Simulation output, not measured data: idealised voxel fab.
process module | voxel trench capacitor
cross-section cut | 220 nm wide | cells 5 nm
A cross-section is a grid of square cells, given in bands from the top down. A band is one or more rows of cells.
Each band's line starts with the height of the band's top and of its bottom, in nm. Then come its materials from left to right, each with its width in nm. One material with "throughout" fills the band from edge to edge. "air" is empty space.
Height 0 is the level under which the wafer as received is all one material. The lowest band goes on downwards, as in "0 down".
A width such as "30 to 40" changes by the same amount from each row of cells to the next, from the band's top row to its bottom row.
"no change" after a step means that no cell of the cross-section changed.
closed voids: empty space of 8 cells or more with no open way to the top, each as width x height at its distance from the left edge, in nm
after a step's settings: what the simulator itself notes on the step
overlay nm, on a step with a mask: how far to the right of its planned place the mask lay; to the left if negative
plan
1 op RECEIVE | material Si
2 op CONFORMAL_DEP | material SiN | thk nm 10
3 op DIRECTIONAL_DEP | material aC | thk nm 15
4 op PATTERN | tone open | mask id TRENCH | material resist | width nm 20 | pitch nm 50 | thk nm 30 | overlay nm 0
5 op DIRECTIONAL_ETCH | etch materials aC | depth nm 15
6 op STRIP | etch materials resist
7 op DIRECTIONAL_ETCH | etch materials SiN | depth nm 10
8 op DIRECTIONAL_ETCH | etch materials Si | depth nm 30
9 op STRIP | etch materials aC
10 op CONFORMAL_DEP | material Al2O3 | thk nm 5
11 op FILL_DEP | material polySi | thk nm 5
12 op CMP | height nm 10
first wafer, as planned
as received, after step 1
  0 down: Si throughout
  closed voids: none
after step 2
  10 to 0: SiN throughout
  below 0: unchanged
after step 3
  25 to 10: aC throughout
  below 10: unchanged
after step 4
  55 to 25: resist 75 | air 20 | resist 30 | air 20 | resist 75
  below 25: unchanged
after step 5
  40 to 25: resist 75 | air 20 | resist 30 | air 20 | resist 75
  25 to 10: aC 75 | air 20 | aC 30 | air 20 | aC 75
  below 10: unchanged
after step 6
  25 to 10: aC 75 | air 20 | aC 30 | air 20 | aC 75
  below 10: unchanged
after step 7
  25 to 10: aC 75 | air 20 | aC 30 | air 20 | aC 75
  10 to 0: SiN 75 | air 20 | SiN 30 | air 20 | SiN 75
  below 0: unchanged
after step 8
  25 to 10: aC 75 | air 20 | aC 30 | air 20 | aC 75
  10 to 0: SiN 75 | air 20 | SiN 30 | air 20 | SiN 75
  0 to -30: Si 75 | air 20 | Si 30 | air 20 | Si 75
  below -30: unchanged
after step 9
  10 to 0: SiN 75 | air 20 | SiN 30 | air 20 | SiN 75
  below 0: unchanged
after step 10
  15 to 10: Al2O3 80 | air 10 | Al2O3 40 | air 10 | Al2O3 80
  10 to 0: SiN 75 | Al2O3 5 | air 10 | Al2O3 5 | SiN 30 | Al2O3 5 | air 10 | Al2O3 5 | SiN 75
  0 to -25: Si 75 | Al2O3 5 | air 10 | Al2O3 5 | Si 30 | Al2O3 5 | air 10 | Al2O3 5 | Si 75
  -25 to -30: Si 75 | Al2O3 20 | Si 30 | Al2O3 20 | Si 75
  below -30: unchanged
after step 11
  20 to 15: polySi throughout
  15 to 10: Al2O3 80 | polySi 10 | Al2O3 40 | polySi 10 | Al2O3 80
  10 to 0: SiN 75 | Al2O3 5 | polySi 10 | Al2O3 5 | SiN 30 | Al2O3 5 | polySi 10 | Al2O3 5 | SiN 75
  0 to -25: Si 75 | Al2O3 5 | polySi 10 | Al2O3 5 | Si 30 | Al2O3 5 | polySi 10 | Al2O3 5 | Si 75
  below -25: unchanged
after step 12
  10 to 0: SiN 75 | Al2O3 5 | polySi 10 | Al2O3 5 | SiN 30 | Al2O3 5 | polySi 10 | Al2O3 5 | SiN 75
  below 0: unchanged
second wafer: like start, like plan, one mistake. Through step 11 it matches the first wafer
when step 12 should have ended
  5 to 0: SiN 75 | Al2O3 5 | polySi 10 | Al2O3 5 | SiN 30 | Al2O3 5 | polySi 10 | Al2O3 5 | SiN 75
  below 0: unchanged
what went wrong: step 12 ran as: op CMP | height nm 5
at the end the second wafer has, in cells: 4 fewer of Al2O3 | 36 fewer of SiN | 4 fewer of polySi
